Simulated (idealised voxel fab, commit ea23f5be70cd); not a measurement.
Process module, titled voxel self aligned contacts
Cross-section cut spans 240 nm and uses square cells 5 nm in size.
Just so we're on the same page, the cross-sections are grids of square cells, and they're listed out in bands top to bottom, each band one or more rows deep. Read a band's entry like this: the first values are the height of its top and the height of its bottom in nm, and what follows is the sequence of materials from left to right, each with its width in nm. Note that "air" is empty space, and that a single material marked "throughout" reaches across the band from edge to edge. Height is counted from the level 0, under which the received wafer is composed throughout of one material. The lowest of the bands is not closed at the bottom but continues downward, in the notation "from 0 down". Think of "30->40" as a width that walks from the first number to the second as you go down the band, top row to bottom row, taking equal-sized steps from row to row. No cell of the cross-section changed in a step that is given as "remained the same". Each empty space that has no open way to the top and spans at least 8 cells appears under "Closed internal voids" as width x height at distance, the distance counted from the left edge, all in nm. Anything after a step's settings on that line? It's the simulator's own note about the step. "overlay nm", when on a step's line for a step with a mask, measures how far to the right of its planned place the mask lay; a negative measure means to the left.

## The planned process steps are enumerated hereunder
step 1: RECEIVE, material Si
step 2: OXIDIZE, depth nm 5
step 3: DIRECTIONAL_DEP, material polySi, thk nm 25
step 4: DIRECTIONAL_DEP, material SiN, thk nm 20
step 5: DIRECTIONAL_DEP, material aC, thk nm 15
step 6: PATTERN, tone cover, mask id GATE, material resist, width nm 25, pitch nm 55, thk nm 30, overlay nm 0
step 7: DIRECTIONAL_ETCH, etch materials aC, depth nm 15
step 8: STRIP, etch materials resist
step 9: DIRECTIONAL_ETCH, etch materials SiN, depth nm 20
step 10: DIRECTIONAL_ETCH, etch materials polySi, depth nm 25
step 11: STRIP, etch materials aC
step 12: CONFORMAL_DEP, material SiN, thk nm 5
step 13: DIRECTIONAL_ETCH, etch materials SiN, depth nm 5
step 14: FILL_DEP, material SiO2, thk nm 20
step 15: CMP, height nm 55
step 16: PATTERN, tone open, mask id CONTACT, material resist, width nm 40, pitch nm 55, thk nm 20, overlay nm 0
step 17: DIRECTIONAL_ETCH, etch materials SiO2, depth nm 60
step 18: STRIP, etch materials resist
step 19: CONFORMAL_DEP, material TiN, thk nm 5
step 20: FILL_DEP, material W, thk nm 5
step 21: CMP, height nm 55
step 22: CONFORMAL_DEP, material SiCN, thk nm 5

## First of two wafers, with the run carried out as planned

## Cross-section of the incoming wafer, state after step 1
    from 0 down | Si throughout
    Closed internal voids: none

## Cross-section of the wafer subsequent to step 2
    from 0 to -5 | SiO2 throughout
    Unchanged below -5.

## Cross-section of the wafer subsequent to step 3
    from 25 to 0 | polySi throughout
    Unchanged below 0.

## Cross-section of the wafer subsequent to step 4
    from 45 to 25 | SiN throughout
    Unchanged below 25.

## Cross-section of the wafer subsequent to step 5
    from 60 to 45 | aC throughout
    Unchanged below 45.

## Cross-section of the wafer subsequent to step 6
    from 90 to 60 | air=50 | resist=25 | air=30 | resist=25 | air=30 | resist=25 | air=55
    Unchanged below 60.

## Cross-section of the wafer subsequent to step 7
    from 75 to 60 | air=50 | resist=25 | air=30 | resist=25 | air=30 | resist=25 | air=55
    from 60 to 45 | air=50 | aC=25 | air=30 | aC=25 | air=30 | aC=25 | air=55
    Unchanged below 45.

## Cross-section of the wafer subsequent to step 8
    from 60 to 45 | air=50 | aC=25 | air=30 | aC=25 | air=30 | aC=25 | air=55
    Unchanged below 45.

## Cross-section of the wafer subsequent to step 9
    from 60 to 45 | air=50 | aC=25 | air=30 | aC=25 | air=30 | aC=25 | air=55
    from 45 to 25 | air=50 | SiN=25 | air=30 | SiN=25 | air=30 | SiN=25 | air=55
    Unchanged below 25.

## Cross-section of the wafer subsequent to step 10
    from 60 to 45 | air=50 | aC=25 | air=30 | aC=25 | air=30 | aC=25 | air=55
    from 45 to 25 | air=50 | SiN=25 | air=30 | SiN=25 | air=30 | SiN=25 | air=55
    from 25 to 0 | air=50 | polySi=25 | air=30 | polySi=25 | air=30 | polySi=25 | air=55
    Unchanged below 0.

## Cross-section of the wafer subsequent to step 11
    from 45 to 25 | air=50 | SiN=25 | air=30 | SiN=25 | air=30 | SiN=25 | air=55
    Unchanged below 25.

## Cross-section of the wafer subsequent to step 12
    from 50 to 25 | air=45 | SiN=35 | air=20 | SiN=35 | air=20 | SiN=35 | air=50
    from 25 to 5 | air=45 | SiN=5 | polySi=25 | SiN=5 | air=20 | SiN=5 | polySi=25 | SiN=5 | air=20 | SiN=5 | polySi=25 | SiN=5 | air=50
    from 5 to 0 | SiN=50 | polySi=25 | SiN=30 | polySi=25 | SiN=30 | polySi=25 | SiN=55
    Unchanged below 0.

## Cross-section of the wafer subsequent to step 13
    from 45 to 25 | air=45 | SiN=35 | air=20 | SiN=35 | air=20 | SiN=35 | air=50
    from 25 to 0 | air=45 | SiN=5 | polySi=25 | SiN=5 | air=20 | SiN=5 | polySi=25 | SiN=5 | air=20 | SiN=5 | polySi=25 | SiN=5 | air=50
    Unchanged below 0.

## Cross-section of the wafer subsequent to step 14
    from 65 to 45 | SiO2 throughout
    from 45 to 25 | SiO2=45 | SiN=35 | SiO2=20 | SiN=35 | SiO2=20 | SiN=35 | SiO2=50
    from 25 to 0 | SiO2=45 | SiN=5 | polySi=25 | SiN=5 | SiO2=20 | SiN=5 | polySi=25 | SiN=5 | SiO2=20 | SiN=5 | polySi=25 | SiN=5 | SiO2=50
    Unchanged below 0.

## Cross-section of the wafer subsequent to step 15
    from 55 to 45 | SiO2 throughout
    Unchanged below 45.

## Cross-section of the wafer subsequent to step 16
    from 75 to 55 | resist=70 | air=40 | resist=15 | air=40 | resist=75
    Unchanged below 55.

## Cross-section of the wafer subsequent to step 17
    from 75 to 55 | resist=70 | air=40 | resist=15 | air=40 | resist=75
    from 55 to 45 | SiO2=70 | air=40 | SiO2=15 | air=40 | SiO2=75
    from 45 to 25 | SiO2=45 | SiN=35 | air=20 | SiN=35 | air=20 | SiN=35 | SiO2=50
    from 25 to 0 | SiO2=45 | SiN=5 | polySi=25 | SiN=5 | air=20 | SiN=5 | polySi=25 | SiN=5 | air=20 | SiN=5 | polySi=25 | SiN=5 | SiO2=50
    from 0 to -5 | SiO2=80 | air=20 | SiO2=35 | air=20 | SiO2=85
    Unchanged below -5.

## Cross-section of the wafer subsequent to step 18
    from 55 to 45 | SiO2=70 | air=40 | SiO2=15 | air=40 | SiO2=75
    Unchanged below 45.

## Cross-section of the wafer subsequent to step 19
    from 60 to 55 | TiN=75 | air=30 | TiN=25 | air=30 | TiN=80
    from 55 to 45 | SiO2=70 | TiN=5->15 | air=30->10 | TiN=5->15 | SiO2=15 | TiN=5->15 | air=30->10 | TiN=5->15 | SiO2=75
    from 45 to 25 | SiO2=45 | SiN=35 | TiN=5 | air=10 | TiN=5 | SiN=35 | TiN=5 | air=10 | TiN=5 | SiN=35 | SiO2=50
    from 25 to 0 | SiO2=45 | SiN=5 | polySi=25 | SiN=5 | TiN=5 | air=10 | TiN=5 | SiN=5 | polySi=25 | SiN=5 | TiN=5 | air=10 | TiN=5 | SiN=5 | polySi=25 | SiN=5 | SiO2=50
    from 0 to -5 | SiO2=80 | TiN=20 | SiO2=35 | TiN=20 | SiO2=85
    Unchanged below -5.

## Cross-section of the wafer subsequent to step 20
    from 65 to 60 | W throughout
    from 60 to 55 | TiN=75 | W=30 | TiN=25 | W=30 | TiN=80
    from 55 to 45 | SiO2=70 | TiN=5->15 | W=30->10 | TiN=5->15 | SiO2=15 | TiN=5->15 | W=30->10 | TiN=5->15 | SiO2=75
    from 45 to 25 | SiO2=45 | SiN=35 | TiN=5 | W=10 | TiN=5 | SiN=35 | TiN=5 | W=10 | TiN=5 | SiN=35 | SiO2=50
    from 25 to 0 | SiO2=45 | SiN=5 | polySi=25 | SiN=5 | TiN=5 | W=10 | TiN=5 | SiN=5 | polySi=25 | SiN=5 | TiN=5 | W=10 | TiN=5 | SiN=5 | polySi=25 | SiN=5 | SiO2=50
    Unchanged below 0.

## Cross-section of the wafer subsequent to step 21
    from 55 to 45 | SiO2=70 | TiN=5->15 | W=30->10 | TiN=5->15 | SiO2=15 | TiN=5->15 | W=30->10 | TiN=5->15 | SiO2=75
    Unchanged below 45.

## Cross-section of the wafer subsequent to step 22
    from 60 to 55 | SiCN throughout
    Unchanged below 55.

## Second of two: same start, same plan, one run error; steps up to and including 21 match the first

## X-section, second wafer, when step 22 was due to finish
    from 60 to 55 | aC throughout
    Unchanged below 55.
Here's what went sideways: step 22, actual vs plan mismatch, actual run CONFORMAL_DEP, material aC, thk nm 5
Final cells, second wafer relative to first, materials higher or lower: SiCN: 48 fewer | aC: 48 more
